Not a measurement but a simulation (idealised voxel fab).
process module | voxel wiring stack
cross-section cut | 265 nm wide | cells 5 nm
A cross-section is a grid of square cells, given in bands from the top down. A band is one or more rows of cells.
Each band's line starts with the height of the band's top and of its bottom, in nm. Then come its materials from left to right, each with its width in nm. One material with "throughout" fills the band from edge to edge. "air" is empty space.
Height 0 is the level under which the wafer as received is all one material. The lowest band goes on downwards, as in "0 down".
A width such as "30 to 40" changes by the same amount from each row of cells to the next, from the band's top row to its bottom row.
"no change" after a step means that no cell of the cross-section changed.
closed voids: empty space of 8 cells or more with no open way to the top, each as width x height at its distance from the left edge, in nm
after a step's settings: what the simulator itself notes on the step
overlay nm, on a step with a mask: how far to the right of its planned place the mask lay; to the left if negative
plan
1 op RECEIVE | material Si
2 op CONFORMAL_DEP | material SiO2 | thk nm 15
3 op DIRECTIONAL_DEP | material TiN | thk nm 5
4 op DIRECTIONAL_DEP | material Ru | thk nm 25
5 op MASKED_ETCH | tone cover | mask id METAL_1 | width nm 25 | pitch nm 45 | etch materials Ru | depth nm 25 | overlay nm 0
6 op MASKED_ETCH | tone cover | mask id METAL_1 | width nm 25 | pitch nm 45 | etch materials TiN | depth nm 5 | overlay nm 0
7 op CONFORMAL_DEP | material SiN | thk nm 5
8 op FILL_DEP | material SiO2 | thk nm 5
9 op CMP | height nm 45
10 op CONFORMAL_DEP | material SiCN | thk nm 5
11 op DIRECTIONAL_DEP | material lowk | thk nm 30
12 op MASKED_ETCH | tone open | mask id METAL_2 | width nm 25 | pitch nm 45 | etch materials lowk | depth nm 15 | overlay nm 0
13 op DIRECTIONAL_DEP | material aC | thk nm 10
14 op PATTERN | tone open | mask id METAL_2_HOLES | material resist | width nm 15 | pitch nm 45 | thk nm 30 | overlay nm 0
15 op DIRECTIONAL_ETCH | etch materials aC | depth nm 10
16 op STRIP | etch materials resist
17 op DIRECTIONAL_ETCH | etch materials lowk | depth nm 15
18 op DIRECTIONAL_ETCH | etch materials SiCN | depth nm 5
19 op STRIP | etch materials aC
20 op CONFORMAL_DEP | material TiN | thk nm 5
21 op FILL_DEP | material Cu | thk nm 5
22 op CMP | height nm 80
23 op CONFORMAL_DEP | material SiCN | thk nm 5
24 op DIRECTIONAL_DEP | material SiO2 | thk nm 25
25 op MASKED_ETCH | tone open | mask id METAL_3_HOLES | width nm 15 | pitch nm 45 | etch materials SiO2 | depth nm 25 | overlay nm 0
26 op DIRECTIONAL_DEP | material aC | thk nm 15
27 op PATTERN | tone open | mask id METAL_3 | material resist | width nm 25 | pitch nm 45 | thk nm 35 | overlay nm 0
28 op DIRECTIONAL_ETCH | etch materials aC | depth nm 15
29 op STRIP | etch materials resist
30 op DIRECTIONAL_ETCH | etch materials SiO2 | depth nm 15
31 op DIRECTIONAL_ETCH | etch materials SiCN | depth nm 5
32 op STRIP | etch materials aC
33 op CONFORMAL_DEP | material TiN | thk nm 5
34 op FILL_DEP | material Cu | thk nm 5
35 op CMP | height nm 110
36 op CONFORMAL_DEP | material SiCN | thk nm 5
37 op DIRECTIONAL_DEP | material lowk | thk nm 30
38 op MASKED_ETCH | tone open | mask id METAL_4 | width nm 25 | pitch nm 45 | etch materials lowk | depth nm 20 | overlay nm 0
39 op PATTERN | tone open | mask id METAL_4_HOLES | material resist | width nm 15 | pitch nm 45 | thk nm 15 | overlay nm 0
40 op DIRECTIONAL_ETCH | etch materials lowk | depth nm 10
41 op DIRECTIONAL_ETCH | etch materials SiCN | depth nm 5
42 op STRIP | etch materials resist
43 op CONFORMAL_DEP | material TiN | thk nm 5
44 op FILL_DEP | material Cu | thk nm 10
45 op CMP | height nm 145
46 op CONFORMAL_DEP | material SiN | thk nm 5
first wafer, as planned
as received, after step 1
  0 down: Si throughout
  closed voids: none
after step 2
  15 to 0: SiO2 throughout
  below 0: unchanged
after step 3
  20 to 15: TiN throughout
  below 15: unchanged
after step 4
  45 to 20: Ru throughout
  below 20: unchanged
after step 5
  45 to 20: air 75 | Ru 25 | air 20 | Ru 25 | air 20 | Ru 25 | air 75
  below 20: unchanged
after step 6
  45 to 20: air 75 | Ru 25 | air 20 | Ru 25 | air 20 | Ru 25 | air 75
  20 to 15: air 75 | TiN 25 | air 20 | TiN 25 | air 20 | TiN 25 | air 75
  below 15: unchanged
after step 7
  50 to 45: air 70 | SiN 35 | air 10 | SiN 35 | air 10 | SiN 35 | air 70
  45 to 20: air 70 | SiN 5 | Ru 25 | SiN 5 | air 10 | SiN 5 | Ru 25 | SiN 5 | air 10 | SiN 5 | Ru 25 | SiN 5 | air 70
  20 to 15: SiN 75 | TiN 25 | SiN 20 | TiN 25 | SiN 20 | TiN 25 | SiN 75
  below 15: unchanged
after step 8
  55 to 50: SiO2 throughout
  50 to 45: SiO2 70 | SiN 35 | SiO2 10 | SiN 35 | SiO2 10 | SiN 35 | SiO2 70
  45 to 20: SiO2 70 | SiN 5 | Ru 25 | SiN 5 | SiO2 10 | SiN 5 | Ru 25 | SiN 5 | SiO2 10 | SiN 5 | Ru 25 | SiN 5 | SiO2 70
  below 20: unchanged
after step 9
  45 to 20: SiO2 70 | SiN 5 | Ru 25 | SiN 5 | SiO2 10 | SiN 5 | Ru 25 | SiN 5 | SiO2 10 | SiN 5 | Ru 25 | SiN 5 | SiO2 70
  below 20: unchanged
after step 10
  50 to 45: SiCN throughout
  below 45: unchanged
after step 11
  80 to 50: lowk throughout
  below 50: unchanged
after step 12
  80 to 65: lowk 75 | air 25 | lowk 20 | air 25 | lowk 20 | air 25 | lowk 75
  below 65: unchanged
after step 13
  90 to 80: aC 75 | air 25 | aC 20 | air 25 | aC 20 | air 25 | aC 75
  80 to 75: lowk 75 | air 25 | lowk 20 | air 25 | lowk 20 | air 25 | lowk 75
  75 to 65: lowk 75 | aC 25 | lowk 20 | aC 25 | lowk 20 | aC 25 | lowk 75
  below 65: unchanged
after step 14
  120 to 90: resist 75 | air 15 | resist 30 | air 15 | resist 30 | air 15 | resist 85
  90 to 80: aC 75 | air 15 | resist 10 | aC 20 | air 15 | resist 10 | aC 20 | air 15 | resist 10 | aC 75
  80 to 75: lowk 75 | air 15 | resist 10 | lowk 20 | air 15 | resist 10 | lowk 20 | air 15 | resist 10 | lowk 75
  below 75: unchanged
after step 15
  110 to 90: resist 75 | air 15 | resist 30 | air 15 | resist 30 | air 15 | resist 85
  90 to 80: aC 75 | air 15 | resist 10 | aC 20 | air 15 | resist 10 | aC 20 | air 15 | resist 10 | aC 75
  80 to 75: lowk 75 | air 15 | resist 10 | lowk 20 | air 15 | resist 10 | lowk 20 | air 15 | resist 10 | lowk 75
  75 to 65: lowk 75 | air 15 | aC 10 | lowk 20 | air 15 | aC 10 | lowk 20 | air 15 | aC 10 | lowk 75
  below 65: unchanged
after step 16
  90 to 80: aC 75 | air 25 | aC 20 | air 25 | aC 20 | air 25 | aC 75
  80 to 75: lowk 75 | air 25 | lowk 20 | air 25 | lowk 20 | air 25 | lowk 75
  below 75: unchanged
after step 17
  90 to 80: aC 75 | air 25 | aC 20 | air 25 | aC 20 | air 25 | aC 75
  80 to 75: lowk 75 | air 25 | lowk 20 | air 25 | lowk 20 | air 25 | lowk 75
  75 to 65: lowk 75 | air 15 | aC 10 | lowk 20 | air 15 | aC 10 | lowk 20 | air 15 | aC 10 | lowk 75
  65 to 50: lowk 75 | air 15 | lowk 30 | air 15 | lowk 30 | air 15 | lowk 85
  below 50: unchanged
after step 18
  90 to 80: aC 75 | air 25 | aC 20 | air 25 | aC 20 | air 25 | aC 75
  80 to 75: lowk 75 | air 25 | lowk 20 | air 25 | lowk 20 | air 25 | lowk 75
  75 to 65: lowk 75 | air 15 | aC 10 | lowk 20 | air 15 | aC 10 | lowk 20 | air 15 | aC 10 | lowk 75
  65 to 50: lowk 75 | air 15 | lowk 30 | air 15 | lowk 30 | air 15 | lowk 85
  50 to 45: SiCN 75 | air 15 | SiCN 30 | air 15 | SiCN 30 | air 15 | SiCN 85
  below 45: unchanged
after step 19
  80 to 65: lowk 75 | air 25 | lowk 20 | air 25 | lowk 20 | air 25 | lowk 75
  below 65: unchanged
after step 20
  85 to 80: TiN 80 | air 15 | TiN 30 | air 15 | TiN 30 | air 15 | TiN 80
  80 to 70: lowk 75 | TiN 5 | air 15 | TiN 5 | lowk 20 | TiN 5 | air 15 | TiN 5 | lowk 20 | TiN 5 | air 15 | TiN 5 | lowk 75
  70 to 65: lowk 75 | TiN 5 | air 5 | TiN 15 | lowk 20 | TiN 5 | air 5 | TiN 15 | lowk 20 | TiN 5 | air 5 | TiN 15 | lowk 75
  65 to 50: lowk 75 | TiN 5 | air 5 | TiN 5 | lowk 30 | TiN 5 | air 5 | TiN 5 | lowk 30 | TiN 5 | air 5 | TiN 5 | lowk 85
  50 to 45: SiCN 75 | TiN 15 | SiCN 30 | TiN 15 | SiCN 30 | TiN 15 | SiCN 85
  below 45: unchanged
after step 21
  90 to 85: Cu throughout
  85 to 80: TiN 80 | Cu 15 | TiN 30 | Cu 15 | TiN 30 | Cu 15 | TiN 80
  80 to 70: lowk 75 | TiN 5 | Cu 15 | TiN 5 | lowk 20 | TiN 5 | Cu 15 | TiN 5 | lowk 20 | TiN 5 | Cu 15 | TiN 5 | lowk 75
  70 to 65: lowk 75 | TiN 5 | Cu 5 | TiN 15 | lowk 20 | TiN 5 | Cu 5 | TiN 15 | lowk 20 | TiN 5 | Cu 5 | TiN 15 | lowk 75
  65 to 50: lowk 75 | TiN 5 | Cu 5 | TiN 5 | lowk 30 | TiN 5 | Cu 5 | TiN 5 | lowk 30 | TiN 5 | Cu 5 | TiN 5 | lowk 85
  below 50: unchanged
after step 22
  80 to 70: lowk 75 | TiN 5 | Cu 15 | TiN 5 | lowk 20 | TiN 5 | Cu 15 | TiN 5 | lowk 20 | TiN 5 | Cu 15 | TiN 5 | lowk 75
  below 70: unchanged
after step 23
  85 to 80: SiCN throughout
  below 80: unchanged
after step 24
  110 to 85: SiO2 throughout
  below 85: unchanged
after step 25
  110 to 85: SiO2 75 | air 15 | SiO2 30 | air 15 | SiO2 30 | air 15 | SiO2 85
  below 85: unchanged
after step 26
  125 to 110: aC 75 | air 15 | aC 30 | air 15 | aC 30 | air 15 | aC 85
  110 to 100: SiO2 75 | air 15 | SiO2 30 | air 15 | SiO2 30 | air 15 | SiO2 85
  100 to 85: SiO2 75 | aC 15 | SiO2 30 | aC 15 | SiO2 30 | aC 15 | SiO2 85
  below 85: unchanged
after step 27
  160 to 125: resist 75 | air 25 | resist 20 | air 25 | resist 20 | air 25 | resist 75
  below 125: unchanged
after step 28
  145 to 125: resist 75 | air 25 | resist 20 | air 25 | resist 20 | air 25 | resist 75
  125 to 110: aC 75 | air 25 | aC 20 | air 25 | aC 20 | air 25 | aC 75
  110 to 85: SiO2 75 | air 15 | SiO2 30 | air 15 | SiO2 30 | air 15 | SiO2 85
  below 85: unchanged
after step 29
  125 to 110: aC 75 | air 25 | aC 20 | air 25 | aC 20 | air 25 | aC 75
  below 110: unchanged
after step 30
  125 to 110: aC 75 | air 25 | aC 20 | air 25 | aC 20 | air 25 | aC 75
  110 to 95: SiO2 75 | air 25 | SiO2 20 | air 25 | SiO2 20 | air 25 | SiO2 75
  below 95: unchanged
after step 31
  125 to 110: aC 75 | air 25 | aC 20 | air 25 | aC 20 | air 25 | aC 75
  110 to 95: SiO2 75 | air 25 | SiO2 20 | air 25 | SiO2 20 | air 25 | SiO2 75
  95 to 85: SiO2 75 | air 15 | SiO2 30 | air 15 | SiO2 30 | air 15 | SiO2 85
  85 to 80: SiCN 75 | air 15 | SiCN 30 | air 15 | SiCN 30 | air 15 | SiCN 85
  below 80: unchanged
after step 32
  110 to 95: SiO2 75 | air 25 | SiO2 20 | air 25 | SiO2 20 | air 25 | SiO2 75
  below 95: unchanged
after step 33
  115 to 110: TiN 80 | air 15 | TiN 30 | air 15 | TiN 30 | air 15 | TiN 80
  110 to 100: SiO2 75 | TiN 5 | air 15 | TiN 5 | SiO2 20 | TiN 5 | air 15 | TiN 5 | SiO2 20 | TiN 5 | air 15 | TiN 5 | SiO2 75
  100 to 95: SiO2 75 | TiN 5 | air 5 | TiN 15 | SiO2 20 | TiN 5 | air 5 | TiN 15 | SiO2 20 | TiN 5 | air 5 | TiN 15 | SiO2 75
  95 to 85: SiO2 75 | TiN 5 | air 5 | TiN 5 | SiO2 30 | TiN 5 | air 5 | TiN 5 | SiO2 30 | TiN 5 | air 5 | TiN 5 | SiO2 85
  85 to 80: SiCN 75 | TiN 15 | SiCN 30 | TiN 15 | SiCN 30 | TiN 15 | SiCN 85
  below 80: unchanged
after step 34
  120 to 115: Cu throughout
  115 to 110: TiN 80 | Cu 15 | TiN 30 | Cu 15 | TiN 30 | Cu 15 | TiN 80
  110 to 100: SiO2 75 | TiN 5 | Cu 15 | TiN 5 | SiO2 20 | TiN 5 | Cu 15 | TiN 5 | SiO2 20 | TiN 5 | Cu 15 | TiN 5 | SiO2 75
  100 to 95: SiO2 75 | TiN 5 | Cu 5 | TiN 15 | SiO2 20 | TiN 5 | Cu 5 | TiN 15 | SiO2 20 | TiN 5 | Cu 5 | TiN 15 | SiO2 75
  95 to 85: SiO2 75 | TiN 5 | Cu 5 | TiN 5 | SiO2 30 | TiN 5 | Cu 5 | TiN 5 | SiO2 30 | TiN 5 | Cu 5 | TiN 5 | SiO2 85
  below 85: unchanged
after step 35
  110 to 100: SiO2 75 | TiN 5 | Cu 15 | TiN 5 | SiO2 20 | TiN 5 | Cu 15 | TiN 5 | SiO2 20 | TiN 5 | Cu 15 | TiN 5 | SiO2 75
  below 100: unchanged
after step 36
  115 to 110: SiCN throughout
  below 110: unchanged
after step 37
  145 to 115: lowk throughout
  below 115: unchanged
after step 38
  145 to 125: lowk 75 | air 25 | lowk 20 | air 25 | lowk 20 | air 25 | lowk 75
  below 125: unchanged
after step 39
  160 to 145: resist 75 | air 15 | resist 30 | air 15 | resist 30 | air 15 | resist 85
  145 to 125: lowk 75 | air 15 | resist 10 | lowk 20 | air 15 | resist 10 | lowk 20 | air 15 | resist 10 | lowk 75
  below 125: unchanged
after step 40
  160 to 145: resist 75 | air 15 | resist 30 | air 15 | resist 30 | air 15 | resist 85
  145 to 125: lowk 75 | air 15 | resist 10 | lowk 20 | air 15 | resist 10 | lowk 20 | air 15 | resist 10 | lowk 75
  125 to 115: lowk 75 | air 15 | lowk 30 | air 15 | lowk 30 | air 15 | lowk 85
  below 115: unchanged
after step 41
  160 to 145: resist 75 | air 15 | resist 30 | air 15 | resist 30 | air 15 | resist 85
  145 to 125: lowk 75 | air 15 | resist 10 | lowk 20 | air 15 | resist 10 | lowk 20 | air 15 | resist 10 | lowk 75
  125 to 115: lowk 75 | air 15 | lowk 30 | air 15 | lowk 30 | air 15 | lowk 85
  115 to 110: SiCN 75 | air 15 | SiCN 30 | air 15 | SiCN 30 | air 15 | SiCN 85
  below 110: unchanged
after step 42
  145 to 125: lowk 75 | air 25 | lowk 20 | air 25 | lowk 20 | air 25 | lowk 75
  below 125: unchanged
after step 43
  150 to 145: TiN 80 | air 15 | TiN 30 | air 15 | TiN 30 | air 15 | TiN 80
  145 to 130: lowk 75 | TiN 5 | air 15 | TiN 5 | lowk 20 | TiN 5 | air 15 | TiN 5 | lowk 20 | TiN 5 | air 15 | TiN 5 | lowk 75
  130 to 125: lowk 75 | TiN 5 | air 5 | TiN 15 | lowk 20 | TiN 5 | air 5 | TiN 15 | lowk 20 | TiN 5 | air 5 | TiN 15 | lowk 75
  125 to 115: lowk 75 | TiN 5 | air 5 | TiN 5 | lowk 30 | TiN 5 | air 5 | TiN 5 | lowk 30 | TiN 5 | air 5 | TiN 5 | lowk 85
  115 to 110: SiCN 75 | TiN 15 | SiCN 30 | TiN 15 | SiCN 30 | TiN 15 | SiCN 85
  below 110: unchanged
after step 44
  160 to 150: Cu throughout
  150 to 145: TiN 80 | Cu 15 | TiN 30 | Cu 15 | TiN 30 | Cu 15 | TiN 80
  145 to 130: lowk 75 | TiN 5 | Cu 15 | TiN 5 | lowk 20 | TiN 5 | Cu 15 | TiN 5 | lowk 20 | TiN 5 | Cu 15 | TiN 5 | lowk 75
  130 to 125: lowk 75 | TiN 5 | Cu 5 | TiN 15 | lowk 20 | TiN 5 | Cu 5 | TiN 15 | lowk 20 | TiN 5 | Cu 5 | TiN 15 | lowk 75
  125 to 115: lowk 75 | TiN 5 | Cu 5 | TiN 5 | lowk 30 | TiN 5 | Cu 5 | TiN 5 | lowk 30 | TiN 5 | Cu 5 | TiN 5 | lowk 85
  below 115: unchanged
after step 45
  145 to 130: lowk 75 | TiN 5 | Cu 15 | TiN 5 | lowk 20 | TiN 5 | Cu 15 | TiN 5 | lowk 20 | TiN 5 | Cu 15 | TiN 5 | lowk 75
  below 130: unchanged
after step 46
  150 to 145: SiN throughout
  below 145: unchanged
second wafer: like start, like plan, one mistake. Through step 1 it matches the first wafer
when step 2 should have ended
  5 to 0: TiN throughout
  below 0: unchanged
when step 3 should have ended
  20 to 5: SiO2 throughout
  below 5: unchanged
when step 4 should have ended
  45 to 20: Ru throughout
  below 20: unchanged
when step 5 should have ended
  45 to 20: air 75 | Ru 25 | air 20 | Ru 25 | air 20 | Ru 25 | air 75
  below 20: unchanged
when step 6 should have ended: no change
when step 7 should have ended
  50 to 45: air 70 | SiN 35 | air 10 | SiN 35 | air 10 | SiN 35 | air 70
  45 to 25: air 70 | SiN 5 | Ru 25 | SiN 5 | air 10 | SiN 5 | Ru 25 | SiN 5 | air 10 | SiN 5 | Ru 25 | SiN 5 | air 70
  25 to 20: SiN 75 | Ru 25 | SiN 20 | Ru 25 | SiN 20 | Ru 25 | SiN 75
  below 20: unchanged
when step 8 should have ended
  55 to 50: SiO2 throughout
  50 to 45: SiO2 70 | SiN 35 | SiO2 10 | SiN 35 | SiO2 10 | SiN 35 | SiO2 70
  45 to 25: SiO2 70 | SiN 5 | Ru 25 | SiN 5 | SiO2 10 | SiN 5 | Ru 25 | SiN 5 | SiO2 10 | SiN 5 | Ru 25 | SiN 5 | SiO2 70
  below 25: unchanged
when step 9 should have ended
  45 to 25: SiO2 70 | SiN 5 | Ru 25 | SiN 5 | SiO2 10 | SiN 5 | Ru 25 | SiN 5 | SiO2 10 | SiN 5 | Ru 25 | SiN 5 | SiO2 70
  below 25: unchanged
when step 10 should have ended
  50 to 45: SiCN throughout
  below 45: unchanged
when step 11 should have ended
  80 to 50: lowk throughout
  below 50: unchanged
when step 12 should have ended
  80 to 65: lowk 75 | air 25 | lowk 20 | air 25 | lowk 20 | air 25 | lowk 75
  below 65: unchanged
when step 13 should have ended
  90 to 80: aC 75 | air 25 | aC 20 | air 25 | aC 20 | air 25 | aC 75
  80 to 75: lowk 75 | air 25 | lowk 20 | air 25 | lowk 20 | air 25 | lowk 75
  75 to 65: lowk 75 | aC 25 | lowk 20 | aC 25 | lowk 20 | aC 25 | lowk 75
  below 65: unchanged
when step 14 should have ended
  120 to 90: resist 75 | air 15 | resist 30 | air 15 | resist 30 | air 15 | resist 85
  90 to 80: aC 75 | air 15 | resist 10 | aC 20 | air 15 | resist 10 | aC 20 | air 15 | resist 10 | aC 75
  80 to 75: lowk 75 | air 15 | resist 10 | lowk 20 | air 15 | resist 10 | lowk 20 | air 15 | resist 10 | lowk 75
  below 75: unchanged
when step 15 should have ended
  110 to 90: resist 75 | air 15 | resist 30 | air 15 | resist 30 | air 15 | resist 85
  90 to 80: aC 75 | air 15 | resist 10 | aC 20 | air 15 | resist 10 | aC 20 | air 15 | resist 10 | aC 75
  80 to 75: lowk 75 | air 15 | resist 10 | lowk 20 | air 15 | resist 10 | lowk 20 | air 15 | resist 10 | lowk 75
  75 to 65: lowk 75 | air 15 | aC 10 | lowk 20 | air 15 | aC 10 | lowk 20 | air 15 | aC 10 | lowk 75
  below 65: unchanged
when step 16 should have ended
  90 to 80: aC 75 | air 25 | aC 20 | air 25 | aC 20 | air 25 | aC 75
  80 to 75: lowk 75 | air 25 | lowk 20 | air 25 | lowk 20 | air 25 | lowk 75
  below 75: unchanged
when step 17 should have ended
  90 to 80: aC 75 | air 25 | aC 20 | air 25 | aC 20 | air 25 | aC 75
  80 to 75: lowk 75 | air 25 | lowk 20 | air 25 | lowk 20 | air 25 | lowk 75
  75 to 65: lowk 75 | air 15 | aC 10 | lowk 20 | air 15 | aC 10 | lowk 20 | air 15 | aC 10 | lowk 75
  65 to 50: lowk 75 | air 15 | lowk 30 | air 15 | lowk 30 | air 15 | lowk 85
  below 50: unchanged
when step 18 should have ended
  90 to 80: aC 75 | air 25 | aC 20 | air 25 | aC 20 | air 25 | aC 75
  80 to 75: lowk 75 | air 25 | lowk 20 | air 25 | lowk 20 | air 25 | lowk 75
  75 to 65: lowk 75 | air 15 | aC 10 | lowk 20 | air 15 | aC 10 | lowk 20 | air 15 | aC 10 | lowk 75
  65 to 50: lowk 75 | air 15 | lowk 30 | air 15 | lowk 30 | air 15 | lowk 85
  50 to 45: SiCN 75 | air 15 | SiCN 30 | air 15 | SiCN 30 | air 15 | SiCN 85
  below 45: unchanged
when step 19 should have ended
  80 to 65: lowk 75 | air 25 | lowk 20 | air 25 | lowk 20 | air 25 | lowk 75
  below 65: unchanged
when step 20 should have ended
  85 to 80: TiN 80 | air 15 | TiN 30 | air 15 | TiN 30 | air 15 | TiN 80
  80 to 70: lowk 75 | TiN 5 | air 15 | TiN 5 | lowk 20 | TiN 5 | air 15 | TiN 5 | lowk 20 | TiN 5 | air 15 | TiN 5 | lowk 75
  70 to 65: lowk 75 | TiN 5 | air 5 | TiN 15 | lowk 20 | TiN 5 | air 5 | TiN 15 | lowk 20 | TiN 5 | air 5 | TiN 15 | lowk 75
  65 to 50: lowk 75 | TiN 5 | air 5 | TiN 5 | lowk 30 | TiN 5 | air 5 | TiN 5 | lowk 30 | TiN 5 | air 5 | TiN 5 | lowk 85
  50 to 45: SiCN 75 | TiN 15 | SiCN 30 | TiN 15 | SiCN 30 | TiN 15 | SiCN 85
  below 45: unchanged
when step 21 should have ended
  90 to 85: Cu throughout
  85 to 80: TiN 80 | Cu 15 | TiN 30 | Cu 15 | TiN 30 | Cu 15 | TiN 80
  80 to 70: lowk 75 | TiN 5 | Cu 15 | TiN 5 | lowk 20 | TiN 5 | Cu 15 | TiN 5 | lowk 20 | TiN 5 | Cu 15 | TiN 5 | lowk 75
  70 to 65: lowk 75 | TiN 5 | Cu 5 | TiN 15 | lowk 20 | TiN 5 | Cu 5 | TiN 15 | lowk 20 | TiN 5 | Cu 5 | TiN 15 | lowk 75
  65 to 50: lowk 75 | TiN 5 | Cu 5 | TiN 5 | lowk 30 | TiN 5 | Cu 5 | TiN 5 | lowk 30 | TiN 5 | Cu 5 | TiN 5 | lowk 85
  below 50: unchanged
when step 22 should have ended
  80 to 70: lowk 75 | TiN 5 | Cu 15 | TiN 5 | lowk 20 | TiN 5 | Cu 15 | TiN 5 | lowk 20 | TiN 5 | Cu 15 | TiN 5 | lowk 75
  below 70: unchanged
when step 23 should have ended
  85 to 80: SiCN throughout
  below 80: unchanged
when step 24 should have ended
  110 to 85: SiO2 throughout
  below 85: unchanged
when step 25 should have ended
  110 to 85: SiO2 75 | air 15 | SiO2 30 | air 15 | SiO2 30 | air 15 | SiO2 85
  below 85: unchanged
when step 26 should have ended
  125 to 110: aC 75 | air 15 | aC 30 | air 15 | aC 30 | air 15 | aC 85
  110 to 100: SiO2 75 | air 15 | SiO2 30 | air 15 | SiO2 30 | air 15 | SiO2 85
  100 to 85: SiO2 75 | aC 15 | SiO2 30 | aC 15 | SiO2 30 | aC 15 | SiO2 85
  below 85: unchanged
when step 27 should have ended
  160 to 125: resist 75 | air 25 | resist 20 | air 25 | resist 20 | air 25 | resist 75
  below 125: unchanged
when step 28 should have ended
  145 to 125: resist 75 | air 25 | resist 20 | air 25 | resist 20 | air 25 | resist 75
  125 to 110: aC 75 | air 25 | aC 20 | air 25 | aC 20 | air 25 | aC 75
  110 to 85: SiO2 75 | air 15 | SiO2 30 | air 15 | SiO2 30 | air 15 | SiO2 85
  below 85: unchanged
when step 29 should have ended
  125 to 110: aC 75 | air 25 | aC 20 | air 25 | aC 20 | air 25 | aC 75
  below 110: unchanged
when step 30 should have ended
  125 to 110: aC 75 | air 25 | aC 20 | air 25 | aC 20 | air 25 | aC 75
  110 to 95: SiO2 75 | air 25 | SiO2 20 | air 25 | SiO2 20 | air 25 | SiO2 75
  below 95: unchanged
when step 31 should have ended
  125 to 110: aC 75 | air 25 | aC 20 | air 25 | aC 20 | air 25 | aC 75
  110 to 95: SiO2 75 | air 25 | SiO2 20 | air 25 | SiO2 20 | air 25 | SiO2 75
  95 to 85: SiO2 75 | air 15 | SiO2 30 | air 15 | SiO2 30 | air 15 | SiO2 85
  85 to 80: SiCN 75 | air 15 | SiCN 30 | air 15 | SiCN 30 | air 15 | SiCN 85
  below 80: unchanged
when step 32 should have ended
  110 to 95: SiO2 75 | air 25 | SiO2 20 | air 25 | SiO2 20 | air 25 | SiO2 75
  below 95: unchanged
when step 33 should have ended
  115 to 110: TiN 80 | air 15 | TiN 30 | air 15 | TiN 30 | air 15 | TiN 80
  110 to 100: SiO2 75 | TiN 5 | air 15 | TiN 5 | SiO2 20 | TiN 5 | air 15 | TiN 5 | SiO2 20 | TiN 5 | air 15 | TiN 5 | SiO2 75
  100 to 95: SiO2 75 | TiN 5 | air 5 | TiN 15 | SiO2 20 | TiN 5 | air 5 | TiN 15 | SiO2 20 | TiN 5 | air 5 | TiN 15 | SiO2 75
  95 to 85: SiO2 75 | TiN 5 | air 5 | TiN 5 | SiO2 30 | TiN 5 | air 5 | TiN 5 | SiO2 30 | TiN 5 | air 5 | TiN 5 | SiO2 85
  85 to 80: SiCN 75 | TiN 15 | SiCN 30 | TiN 15 | SiCN 30 | TiN 15 | SiCN 85
  below 80: unchanged
when step 34 should have ended
  120 to 115: Cu throughout
  115 to 110: TiN 80 | Cu 15 | TiN 30 | Cu 15 | TiN 30 | Cu 15 | TiN 80
  110 to 100: SiO2 75 | TiN 5 | Cu 15 | TiN 5 | SiO2 20 | TiN 5 | Cu 15 | TiN 5 | SiO2 20 | TiN 5 | Cu 15 | TiN 5 | SiO2 75
  100 to 95: SiO2 75 | TiN 5 | Cu 5 | TiN 15 | SiO2 20 | TiN 5 | Cu 5 | TiN 15 | SiO2 20 | TiN 5 | Cu 5 | TiN 15 | SiO2 75
  95 to 85: SiO2 75 | TiN 5 | Cu 5 | TiN 5 | SiO2 30 | TiN 5 | Cu 5 | TiN 5 | SiO2 30 | TiN 5 | Cu 5 | TiN 5 | SiO2 85
  below 85: unchanged
when step 35 should have ended
  110 to 100: SiO2 75 | TiN 5 | Cu 15 | TiN 5 | SiO2 20 | TiN 5 | Cu 15 | TiN 5 | SiO2 20 | TiN 5 | Cu 15 | TiN 5 | SiO2 75
  below 100: unchanged
when step 36 should have ended
  115 to 110: SiCN throughout
  below 110: unchanged
when step 37 should have ended
  145 to 115: lowk throughout
  below 115: unchanged
when step 38 should have ended
  145 to 125: lowk 75 | air 25 | lowk 20 | air 25 | lowk 20 | air 25 | lowk 75
  below 125: unchanged
when step 39 should have ended
  160 to 145: resist 75 | air 15 | resist 30 | air 15 | resist 30 | air 15 | resist 85
  145 to 125: lowk 75 | air 15 | resist 10 | lowk 20 | air 15 | resist 10 | lowk 20 | air 15 | resist 10 | lowk 75
  below 125: unchanged
when step 40 should have ended
  160 to 145: resist 75 | air 15 | resist 30 | air 15 | resist 30 | air 15 | resist 85
  145 to 125: lowk 75 | air 15 | resist 10 | lowk 20 | air 15 | resist 10 | lowk 20 | air 15 | resist 10 | lowk 75
  125 to 115: lowk 75 | air 15 | lowk 30 | air 15 | lowk 30 | air 15 | lowk 85
  below 115: unchanged
when step 41 should have ended
  160 to 145: resist 75 | air 15 | resist 30 | air 15 | resist 30 | air 15 | resist 85
  145 to 125: lowk 75 | air 15 | resist 10 | lowk 20 | air 15 | resist 10 | lowk 20 | air 15 | resist 10 | lowk 75
  125 to 115: lowk 75 | air 15 | lowk 30 | air 15 | lowk 30 | air 15 | lowk 85
  115 to 110: SiCN 75 | air 15 | SiCN 30 | air 15 | SiCN 30 | air 15 | SiCN 85
  below 110: unchanged
when step 42 should have ended
  145 to 125: lowk 75 | air 25 | lowk 20 | air 25 | lowk 20 | air 25 | lowk 75
  below 125: unchanged
when step 43 should have ended
  150 to 145: TiN 80 | air 15 | TiN 30 | air 15 | TiN 30 | air 15 | TiN 80
  145 to 130: lowk 75 | TiN 5 | air 15 | TiN 5 | lowk 20 | TiN 5 | air 15 | TiN 5 | lowk 20 | TiN 5 | air 15 | TiN 5 | lowk 75
  130 to 125: lowk 75 | TiN 5 | air 5 | TiN 15 | lowk 20 | TiN 5 | air 5 | TiN 15 | lowk 20 | TiN 5 | air 5 | TiN 15 | lowk 75
  125 to 115: lowk 75 | TiN 5 | air 5 | TiN 5 | lowk 30 | TiN 5 | air 5 | TiN 5 | lowk 30 | TiN 5 | air 5 | TiN 5 | lowk 85
  115 to 110: SiCN 75 | TiN 15 | SiCN 30 | TiN 15 | SiCN 30 | TiN 15 | SiCN 85
  below 110: unchanged
when step 44 should have ended
  160 to 150: Cu throughout
  150 to 145: TiN 80 | Cu 15 | TiN 30 | Cu 15 | TiN 30 | Cu 15 | TiN 80
  145 to 130: lowk 75 | TiN 5 | Cu 15 | TiN 5 | lowk 20 | TiN 5 | Cu 15 | TiN 5 | lowk 20 | TiN 5 | Cu 15 | TiN 5 | lowk 75
  130 to 125: lowk 75 | TiN 5 | Cu 5 | TiN 15 | lowk 20 | TiN 5 | Cu 5 | TiN 15 | lowk 20 | TiN 5 | Cu 5 | TiN 15 | lowk 75
  125 to 115: lowk 75 | TiN 5 | Cu 5 | TiN 5 | lowk 30 | TiN 5 | Cu 5 | TiN 5 | lowk 30 | TiN 5 | Cu 5 | TiN 5 | lowk 85
  below 115: unchanged
when step 45 should have ended
  145 to 130: lowk 75 | TiN 5 | Cu 15 | TiN 5 | lowk 20 | TiN 5 | Cu 15 | TiN 5 | lowk 20 | TiN 5 | Cu 15 | TiN 5 | lowk 75
  below 130: unchanged
when step 46 should have ended
  150 to 145: SiN throughout
  below 145: unchanged
what went wrong: steps 2 and 3 were swapped
at the end the second wafer has, in cells: 6 fewer of SiN | 32 fewer of SiO2 | 38 more of TiN
